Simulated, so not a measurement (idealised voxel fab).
process module | voxel transistor to metal
cross-section cut | 170 nm wide | cells 5 nm
A cross-section is a grid of square cells, given in bands from the top down. A band is one or more rows of cells.
Each band's line starts with the height of the band's top and of its bottom, in nm. Then come its materials from left to right, each with its width in nm. One material with "throughout" fills the band from edge to edge. "air" is empty space.
Height 0 is the level under which the wafer as received is all one material. The lowest band goes on downwards, as in "0 down".
A width such as "30 to 40" changes by the same amount from each row of cells to the next, from the band's top row to its bottom row.
"no change" after a step means that no cell of the cross-section changed.
closed voids: empty space of 8 cells or more with no open way to the top, each as width x height at its distance from the left edge, in nm
after a step's settings: what the simulator itself notes on the step
overlay nm, on a step with a mask: how far to the right of its planned place the mask lay; to the left if negative
plan
1 op RECEIVE | material Si
2 op CONFORMAL_DEP | material SiO2 | thk nm 5
3 op CONFORMAL_DEP | material SiN | thk nm 15
4 op MASKED_ETCH | tone cover | mask id ACTIVE | width nm 125 | etch materials SiN | depth nm 15 | overlay nm 0
5 op MASKED_ETCH | tone cover | mask id ACTIVE | width nm 125 | etch materials SiO2 | depth nm 5 | overlay nm 0
6 op MASKED_ETCH | tone cover | mask id ACTIVE | width nm 125 | etch materials Si | depth nm 35 | overlay nm 0
7 op FILL_DEP | material SiO2 | thk nm 10
8 op CMP | height nm 20
9 op SELECTIVE_ETCH | etch materials SiO2 | depth nm 10
10 op STRIP | etch materials SiN
11 op SELECTIVE_ETCH | etch materials SiO2 | depth nm 5
12 op OXIDIZE | depth nm 5
13 op DIRECTIONAL_DEP | material polySi | thk nm 20
14 op DIRECTIONAL_DEP | material SiCN | thk nm 10
15 op PATTERN | tone cover | mask id GATE | material resist | width nm 25 | thk nm 20 | overlay nm 0
16 op DIRECTIONAL_ETCH | etch materials SiCN | depth nm 20
17 op DIRECTIONAL_ETCH | etch materials polySi | depth nm 30
18 op STRIP | etch materials resist
19 op CONFORMAL_DEP | material SiO2 | thk nm 5
20 op DIRECTIONAL_ETCH | etch materials SiO2 | depth nm 5
21 op CONFORMAL_DEP | material SiN | thk nm 10
22 op DIRECTIONAL_ETCH | etch materials SiN | depth nm 10
23 op DIRECTIONAL_ETCH | etch materials SiO2 | depth nm 5
24 op DIRECTIONAL_ETCH | etch materials Si | depth nm 10
25 op EPI | material pSi | thk nm 15
26 op FILL_DEP | material SiO2 | thk nm 5
27 op CMP | height nm 30
28 op DIRECTIONAL_DEP | material SiO2 | thk nm 10
29 op MASKED_ETCH | tone open | mask id CONTACT | width nm 35 | pitch nm 70 | etch materials SiO2 | depth nm 30 | overlay nm 0
30 op CONFORMAL_DEP | material TiN | thk nm 5
31 op FILL_DEP | material W | thk nm 5
32 op CMP | height nm 40
33 op CONFORMAL_DEP | material SiCN | thk nm 5
34 op DIRECTIONAL_DEP | material SiO2 | thk nm 20
35 op DIRECTIONAL_DEP | material aC | thk nm 10
36 op PATTERN | tone open | mask id METAL_1 | material resist | width nm 20 | pitch nm 85 | thk nm 25 | overlay nm 0
37 op DIRECTIONAL_ETCH | etch materials aC | depth nm 10
38 op STRIP | etch materials resist
39 op DIRECTIONAL_ETCH | etch materials SiO2 | depth nm 20
40 op DIRECTIONAL_ETCH | etch materials SiCN | depth nm 5
41 op STRIP | etch materials aC
42 op CONFORMAL_DEP | material TiN | thk nm 5
43 op FILL_DEP | material Cu | thk nm 10
44 op CMP | height nm 65
45 op CONFORMAL_DEP | material SiCN | thk nm 5
as received, after step 1
  0 down: Si throughout
  closed voids: none
first wafer at the end, as planned
  70 to 65: SiCN throughout
  65 to 45: SiO2 30 | TiN 5 | Cu 10 | TiN 5 | SiO2 65 | TiN 5 | Cu 10 | TiN 5 | SiO2 35
  45 to 40: SiCN 30 | TiN 20 | SiCN 65 | TiN 20 | SiCN 35
  40 to 30: SiO2 30 | TiN 5 | W 25 to 15 | TiN 5 to 15 | SiO2 35 | TiN 5 to 15 | W 25 to 15 | TiN 5 | SiO2 35
  30 to 20: SiO2 30 | TiN 5 | W 15 | TiN 5 | SiN 10 | SiO2 5 | SiCN 25 | SiO2 5 | SiN 10 | TiN 5 | W 15 | TiN 5 | SiO2 35
  20 to 15: SiO2 30 | TiN 5 | W 15 | TiN 5 | SiN 10 | SiO2 5 | polySi 25 | SiO2 5 | SiN 10 | TiN 5 | W 15 | TiN 5 | SiO2 35
  15 to 10: SiO2 30 | TiN 25 | SiN 10 | SiO2 5 | polySi 25 | SiO2 5 | SiN 10 | TiN 25 | SiO2 35
  10 to 5: SiO2 25 | pSi 30 | SiN 10 | SiO2 5 | polySi 25 | SiO2 5 | SiN 10 | pSi 30 | SiO2 30
  5 to 0: SiO2 20 | SiN 10 | pSi 25 | SiN 10 | SiO2 5 | polySi 25 | SiO2 5 | SiN 10 | pSi 25 | SiN 10 | SiO2 25
  0 to -5: SiO2 30 | pSi 25 | SiO2 55 | pSi 25 | SiO2 35
  -5 to -15: SiO2 20 | Si 10 | pSi 25 | Si 55 | pSi 25 | Si 10 | SiO2 25
  -15 to -35: SiO2 20 | Si 125 | SiO2 25
  -35 down: Si throughout
  closed voids: none
second wafer at the end: like start, like plan, one mistake
  70 to 65: SiCN throughout
  65 to 45: SiO2 30 | TiN 5 | Cu 10 | TiN 5 | SiO2 65 | TiN 5 | Cu 10 | TiN 5 | SiO2 35
  45 to 40: SiCN 30 | TiN 20 | SiCN 65 | TiN 20 | SiCN 35
  40 to 30: SiO2 30 | TiN 5 | W 25 to 15 | TiN 5 to 15 | SiO2 35 | TiN 5 to 15 | W 25 to 15 | TiN 5 | SiO2 35
  30 to 20: SiO2 30 | TiN 5 | W 15 | TiN 5 | SiN 10 | SiO2 5 | SiCN 25 | SiO2 5 | SiN 10 | TiN 5 | W 15 | TiN 5 | SiO2 35
  20 to 15: SiO2 30 | TiN 5 | W 15 | TiN 5 | SiN 10 | SiO2 5 | polySi 25 | SiO2 5 | SiN 10 | TiN 5 | W 15 | TiN 5 | SiO2 35
  15 to 10: SiO2 30 | TiN 25 | SiN 10 | SiO2 5 | polySi 25 | SiO2 5 | SiN 10 | TiN 25 | SiO2 35
  10 to 5: SiO2 30 | pSi 25 | SiN 10 | SiO2 5 | polySi 25 | SiO2 5 | SiN 10 | pSi 30 | SiO2 30
  5 to 0: SiO2 25 | SiN 10 | pSi 20 | SiN 10 | SiO2 5 | polySi 25 | SiO2 5 | SiN 10 | pSi 25 | SiN 10 | SiO2 25
  0 to -5: SiO2 35 | pSi 20 | SiO2 55 | pSi 25 | SiO2 35
  -5 to -15: SiO2 20 | Si 15 | pSi 20 | Si 55 | pSi 25 | Si 10 | SiO2 25
  -15 to -35: SiO2 20 | Si 125 | SiO2 25
  -35 down: Si throughout
  closed voids: none
what went wrong: step 4 ran as: op MASKED_ETCH | tone cover | mask id ACTIVE | width nm 120 | etch materials SiN | depth nm 15 | overlay nm 0
at the end the second wafer has, in cells: 2 more of Si | 3 more of SiO2 | 5 fewer of pSi
